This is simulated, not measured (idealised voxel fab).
The process module presented herein is designated voxel ribs on slabs.
It is cross-section cut that appears here, measuring 295 nm in width, its square cells being 5 nm in size.
Notation: cross-section as square-cell grid; stated in bands, top first, going down; one or more cell rows per band. Band: top height; bottom height; in nm. Then, left to right: material with width in nm, for each material. "throughout": a single material spanning edge to edge. "blank": empty space. Measure heights from 0. That's the level where, below it, the as-received wafer is all one material. The lowest band is bottomless and extends downward; write it as in "0 -> down". A width such as "30->40" changes by the same amount from each row of cells to the next, from the band's top row to its bottom row. "no modifications" for a step: no cell of the cross-section changed in that step. Heads up: "Unvented voids" only lists the empty pockets with no open path to the top that are 8 cells or more, and it writes them as width x height at distance, distance from the left edge, in nm. Note: text after step settings on the step line = simulator remark on that step. A step's line can hold "overlay nm"; with a mask on that step, the setting says how far right of the planned place the mask lay, while a negative setting says it lay to the left.

These are the steps we planned for the process
- 1: RECEIVE | material Si
- 2: DIRECTIONAL_DEP | material SiO2 | thk nm 25
- 3: DIRECTIONAL_DEP | material SiN | thk nm 25
- 4: PATTERN | tone cover | mask id RIB | material resist | width nm 25 | thk nm 20 | overlay nm 0
- 5: DIRECTIONAL_ETCH | etch materials SiN | depth nm 15
- 6: STRIP | etch materials resist
- 7: MASKED_ETCH | tone cover | mask id SLAB | width nm 85 | etch materials SiN | depth nm 10 | overlay nm 0
- 8: FILL_DEP | material SiO2 | thk nm 25
- 9: CMP | height nm 65
- 10: DIRECTIONAL_DEP | material TiN | thk nm 5
- 11: PATTERN | tone cover | mask id HEATER | material resist | width nm 35 | thk nm 15 | overlay nm 0
- 12: DIRECTIONAL_ETCH | etch materials TiN | depth nm 5
- 13: STRIP | etch materials resist
- 14: CONFORMAL_DEP | material SiN | thk nm 5

Delivered wafer in cross-section: state after step 1
- 0 -> down: Si throughout
- Unvented voids: none

End-of-module cross-section of the first of two wafers, processed as planned
- 75 -> 70: blank: 125, then SiN: 45, then blank: 125
- 70 -> 65: SiN: 130, then TiN: 35, then SiN: 130
- 65 -> 50: SiO2 throughout
- 50 -> 35: SiO2: 135, then SiN: 25, then SiO2: 135
- 35 -> 25: SiO2: 105, then SiN: 85, then SiO2: 105
- 25 -> 0: SiO2 throughout
- 0 -> down: Si throughout
- Unvented voids: none

End of module, second wafer, cross-section. Started like the first, planned like the first, run with one mistake
- 75 -> 70: blank: 125, then SiN: 45, then blank: 125
- 70 -> 65: SiN: 130, then TiN: 35, then SiN: 130
- 65 -> 50: SiO2 throughout
- 50 -> 35: SiO2: 135, then SiN: 25, then SiO2: 135
- 35 -> 25: SiO2: 105, then SiN: 90, then SiO2: 100
- 25 -> 0: SiO2 throughout
- 0 -> down: Si throughout
- Unvented voids: none
Want to know what went wrong? step 7 ran as: MASKED_ETCH | tone cover | mask id SLAB | width nm 90 | etch materials SiN | depth nm 10 | overlay nm 0
At the finish, the second wafer shows more or fewer cells for some materials than the first does: SiN +2 | SiO2 -2
